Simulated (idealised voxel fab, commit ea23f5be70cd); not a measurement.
Presented below is a process module, voxel transistor to metal.
Cross-section cut spans 270 nm and uses square cells 5 nm in size.
A cross-section in this document is a grid of square cells, and it is written down as bands, the top band listed before the ones below it; a band is made up of one or more rows of cells.
Top height, bottom height, nm. Materials left to right, width each, nm. Single material + "everywhere" = fills band edge to edge. "blank" = empty.
For the purposes of this specification, 0 denotes the height below which the wafer in its as-received condition is composed wholly of one material, and the lowermost band, lacking a lower limit, extends downward without end, as expressed in "from 0 down".
The expression "30 to 40" gives the width at the extremes of the band, the first number at its top row of cells and the second at its bottom row, with the width changing by equal amounts from each row to the next in between.
Key: "everything unchanged" - step with no changed cell in the cross-section.
The entry titled "Encapsulated voids" provides the empty spaces that have no open way to the top, restricted to those of 8 cells or more. Each is presented as width x height at distance, the distance being measured from the left edge, with all three in nm.
Heads up: the bit after the settings on a step's line is the simulator's remark on that step.
When a step includes a mask, the "overlay nm" setting on its line states how far to the right of its planned place that mask lay, and negative values state how far to the left.
-- Intended process steps
1: RECEIVE, material Si
2: CONFORMAL_DEP, material SiO2, thk nm 5
3: CONFORMAL_DEP, material SiN, thk nm 15
4: PATTERN, tone cover, mask id ACTIVE, material resist, width nm 100, pitch nm 130, thk nm 20, overlay nm -5
5: DIRECTIONAL_ETCH, etch materials SiN, depth nm 15
6: DIRECTIONAL_ETCH, etch materials SiO2, depth nm 5
7: DIRECTIONAL_ETCH, etch materials Si, depth nm 30
8: STRIP, etch materials resist
9: OXIDIZE, depth nm 5
10: FILL_DEP, material SiO2, thk nm 5
11: CMP, height nm 20
12: SELECTIVE_ETCH, etch materials SiO2, depth nm 15
13: STRIP, etch materials SiN
14: SELECTIVE_ETCH, etch materials SiO2, depth nm 5
15: OXIDIZE, depth nm 5
16: DIRECTIONAL_DEP, material polySi, thk nm 25
17: DIRECTIONAL_DEP, material SiCN, thk nm 10
18: MASKED_ETCH, tone cover, mask id GATE, width nm 20, pitch nm 130, etch materials SiCN, depth nm 20, overlay nm 0
19: MASKED_ETCH, tone cover, mask id GATE, width nm 20, pitch nm 130, etch materials polySi, depth nm 35, overlay nm 0
20: CONFORMAL_DEP, material SiO2, thk nm 5
21: DIRECTIONAL_ETCH, etch materials SiO2, depth nm 5
22: CONFORMAL_DEP, material SiN, thk nm 5
23: DIRECTIONAL_ETCH, etch materials SiN, depth nm 5
24: DIRECTIONAL_ETCH, etch materials SiO2, depth nm 5
25: DIRECTIONAL_ETCH, etch materials Si, depth nm 15
26: EPI, material pSi, thk nm 20
27: FILL_DEP, material SiO2, thk nm 5
28: CMP, height nm 35
29: DIRECTIONAL_DEP, material SiO2, thk nm 15
30: MASKED_ETCH, tone open, mask id CONTACT, width nm 15, etch materials SiO2, depth nm 50, overlay nm 0
31: CONFORMAL_DEP, material TiN, thk nm 5
32: FILL_DEP, material Ru, thk nm 10
33: CMP, height nm 50
34: CONFORMAL_DEP, material SiN, thk nm 5
35: DIRECTIONAL_DEP, material lowk, thk nm 15
36: PATTERN, tone open, mask id METAL_1, material resist, width nm 15, thk nm 20, overlay nm 0
37: DIRECTIONAL_ETCH, etch materials lowk, depth nm 15
38: DIRECTIONAL_ETCH, etch materials SiN, depth nm 5
39: STRIP, etch materials resist
40: CONFORMAL_DEP, material TiN, thk nm 5
41: FILL_DEP, material W, thk nm 5
42: CMP, height nm 70
43: EPI, material Ru, thk nm 5
44: FILL_DEP, material SiCN, thk nm 5
Heads up: all these wafers start the same, and what changes between them is the overlay nm in step 4. The value you see in the plan is just what the first wafer got.
-- Received wafers, first of several: cross-section after step 1
  from 0 down = Si everywhere
  Encapsulated voids: none
-- Once step 44, the last step, is complete, the module is at its end; this is the cross-section of the first of several wafers
  from 80 to 75 = SiCN everywhere
  from 75 to 70 = 20 of SiCN / 25 of Ru / 50 of SiCN / 25 of Ru / 30 of SiCN / 25 of Ru / 50 of SiCN / 25 of Ru / 20 of SiCN
  from 70 to 55 = 25 of lowk / 5 of TiN / 5 of W / 5 of TiN / 60 of lowk / 5 of TiN / 5 of W / 5 of TiN / 40 of lowk / 5 of TiN / 5 of W / 5 of TiN / 60 of lowk / 5 of TiN / 5 of W / 5 of TiN / 25 of lowk
  from 55 to 50 = 25 of SiN / 15 of TiN / 60 of SiN / 15 of TiN / 40 of SiN / 15 of TiN / 60 of SiN / 15 of TiN / 25 of SiN
  from 50 to 35 = 25 of SiO2 / 5 of TiN / 5 of Ru / 5 of TiN / 60 of SiO2 / 5 of TiN / 5 of Ru / 5 of TiN / 40 of SiO2 / 5 of TiN / 5 of Ru / 5 of TiN / 60 of SiO2 / 5 of TiN / 5 of Ru / 5 of TiN / 25 of SiO2
  from 35 to 25 = 25 of SiO2 / 5 of TiN / 5 of Ru / 5 of TiN / 10 of SiO2 / 5 of SiN / 5 of SiO2 / 20 of SiCN / 5 of SiO2 / 5 of SiN / 10 of SiO2 / 5 of TiN / 5 of Ru / 5 of TiN / 40 of SiO2 / 5 of TiN / 5 of Ru / 5 of TiN / 10 of SiO2 / 5 of SiN / 5 of SiO2 / 20 of SiCN / 5 of SiO2 / 5 of SiN / 10 of SiO2 / 5 of TiN / 5 of Ru / 5 of TiN / 25 of SiO2
  from 25 to 20 = 25 of SiO2 / 5 of TiN / 5 of Ru / 5 of TiN / 10 of SiO2 / 5 of SiN / 5 of SiO2 / 20 of polySi / 5 of SiO2 / 5 of SiN / 10 of SiO2 / 5 of TiN / 5 of Ru / 5 of TiN / 40 of SiO2 / 5 of TiN / 5 of Ru / 5 of TiN / 10 of SiO2 / 5 of SiN / 5 of SiO2 / 20 of polySi / 5 of SiO2 / 5 of SiN / 10 of SiO2 / 5 of TiN / 5 of Ru / 5 of TiN / 25 of SiO2
  from 20 to 15 = 25 of SiO2 / 15 of TiN / 10 of SiO2 / 5 of SiN / 5 of SiO2 / 20 of polySi / 5 of SiO2 / 5 of SiN / 10 of SiO2 / 15 of TiN / 40 of SiO2 / 15 of TiN / 10 of SiO2 / 5 of SiN / 5 of SiO2 / 20 of polySi / 5 of SiO2 / 5 of SiN / 10 of SiO2 / 15 of TiN / 25 of SiO2
  from 15 to 0 = 25 of SiO2 / 5 of TiN / 20 of pSi / 5 of SiN / 5 of SiO2 / 20 of polySi / 5 of SiO2 / 5 of SiN / 20 of pSi / 5 of TiN / 40 of SiO2 / 5 of TiN / 20 of pSi / 5 of SiN / 5 of SiO2 / 20 of polySi / 5 of SiO2 / 5 of SiN / 20 of pSi / 5 of TiN / 25 of SiO2
  from 0 to -5 = 15 of SiO2 / 35 of pSi / 40 of SiO2 / 25 of pSi / 30 of SiO2 / 35 of pSi / 40 of SiO2 / 25 of pSi / 25 of SiO2
  from -5 to -20 = 20 of SiO2 / 30 of pSi / 40 of Si / 20 of pSi / 40 of SiO2 / 30 of pSi / 40 of Si / 20 of pSi / 30 of SiO2
  from -20 to -35 = 20 of SiO2 / 90 of Si / 40 of SiO2 / 90 of Si / 30 of SiO2
  from -35 down = Si everywhere
  Encapsulated voids: none
-- Cross-section at module completion, last wafer
  from 80 to 75 = SiCN everywhere
  from 75 to 70 = 20 of SiCN / 25 of Ru / 50 of SiCN / 25 of Ru / 30 of SiCN / 25 of Ru / 50 of SiCN / 25 of Ru / 20 of SiCN
  from 70 to 55 = 25 of lowk / 5 of TiN / 5 of W / 5 of TiN / 60 of lowk / 5 of TiN / 5 of W / 5 of TiN / 40 of lowk / 5 of TiN / 5 of W / 5 of TiN / 60 of lowk / 5 of TiN / 5 of W / 5 of TiN / 25 of lowk
  from 55 to 50 = 25 of SiN / 15 of TiN / 60 of SiN / 15 of TiN / 40 of SiN / 15 of TiN / 60 of SiN / 15 of TiN / 25 of SiN
  from 50 to 35 = 25 of SiO2 / 5 of TiN / 5 of Ru / 5 of TiN / 60 of SiO2 / 5 of TiN / 5 of Ru / 5 of TiN / 40 of SiO2 / 5 of TiN / 5 of Ru / 5 of TiN / 60 of SiO2 / 5 of TiN / 5 of Ru / 5 of TiN / 25 of SiO2
  from 35 to 25 = 25 of SiO2 / 5 of TiN / 5 of Ru / 5 of TiN / 10 of SiO2 / 5 of SiN / 5 of SiO2 / 20 of SiCN / 5 of SiO2 / 5 of SiN / 10 of SiO2 / 5 of TiN / 5 of Ru / 5 of TiN / 40 of SiO2 / 5 of TiN / 5 of Ru / 5 of TiN / 10 of SiO2 / 5 of SiN / 5 of SiO2 / 20 of SiCN / 5 of SiO2 / 5 of SiN / 10 of SiO2 / 5 of TiN / 5 of Ru / 5 of TiN / 25 of SiO2
  from 25 to 20 = 25 of SiO2 / 5 of TiN / 5 of Ru / 5 of TiN / 10 of SiO2 / 5 of SiN / 5 of SiO2 / 20 of polySi / 5 of SiO2 / 5 of SiN / 10 of SiO2 / 5 of TiN / 5 of Ru / 5 of TiN / 40 of SiO2 / 5 of TiN / 5 of Ru / 5 of TiN / 10 of SiO2 / 5 of SiN / 5 of SiO2 / 20 of polySi / 5 of SiO2 / 5 of SiN / 10 of SiO2 / 5 of TiN / 5 of Ru / 5 of TiN / 25 of SiO2
  from 20 to 15 = 25 of SiO2 / 15 of TiN / 10 of SiO2 / 5 of SiN / 5 of SiO2 / 20 of polySi / 5 of SiO2 / 5 of SiN / 10 of SiO2 / 15 of TiN / 40 of SiO2 / 15 of TiN / 10 of SiO2 / 5 of SiN / 5 of SiO2 / 20 of polySi / 5 of SiO2 / 5 of SiN / 10 of SiO2 / 15 of TiN / 25 of SiO2
  from 15 to 0 = 25 of SiO2 / 5 of TiN / 20 of pSi / 5 of SiN / 5 of SiO2 / 20 of polySi / 5 of SiO2 / 5 of SiN / 20 of pSi / 5 of TiN / 40 of SiO2 / 5 of TiN / 20 of pSi / 5 of SiN / 5 of SiO2 / 20 of polySi / 5 of SiO2 / 5 of SiN / 20 of pSi / 5 of TiN / 25 of SiO2
  from 0 to -5 = 25 of SiO2 / 25 of pSi / 40 of SiO2 / 35 of pSi / 30 of SiO2 / 25 of pSi / 40 of SiO2 / 35 of pSi / 15 of SiO2
  from -5 to -20 = 30 of SiO2 / 20 of pSi / 40 of Si / 30 of pSi / 40 of SiO2 / 20 of pSi / 40 of Si / 30 of pSi / 20 of SiO2
  from -20 to -35 = 30 of SiO2 / 90 of Si / 40 of SiO2 / 90 of Si / 20 of SiO2
  from -35 down = Si everywhere
  Encapsulated voids: none
-- For your reference, the table is organized with a row per wafer; each row reflects the wafer at the end of the module, indicating for each material the cells gained (+) or lost (-) since receipt, and thereafter its closed voids
overlay nm -5 | +44 Ru | -222 Si | +104 SiCN | +70 SiN | +450 SiO2 | +108 TiN | +12 W | +126 lowk | +132 pSi | +40 polySi | Encapsulated voids: none
overlay nm 0 | +44 Ru | -222 Si | +104 SiCN | +70 SiN | +450 SiO2 | +108 TiN | +12 W | +126 lowk | +132 pSi | +40 polySi | Encapsulated voids: none
overlay nm 5 | +44 Ru | -222 Si | +104 SiCN | +70 SiN | +450 SiO2 | +108 TiN | +12 W | +126 lowk | +132 pSi | +40 polySi | Encapsulated voids: none
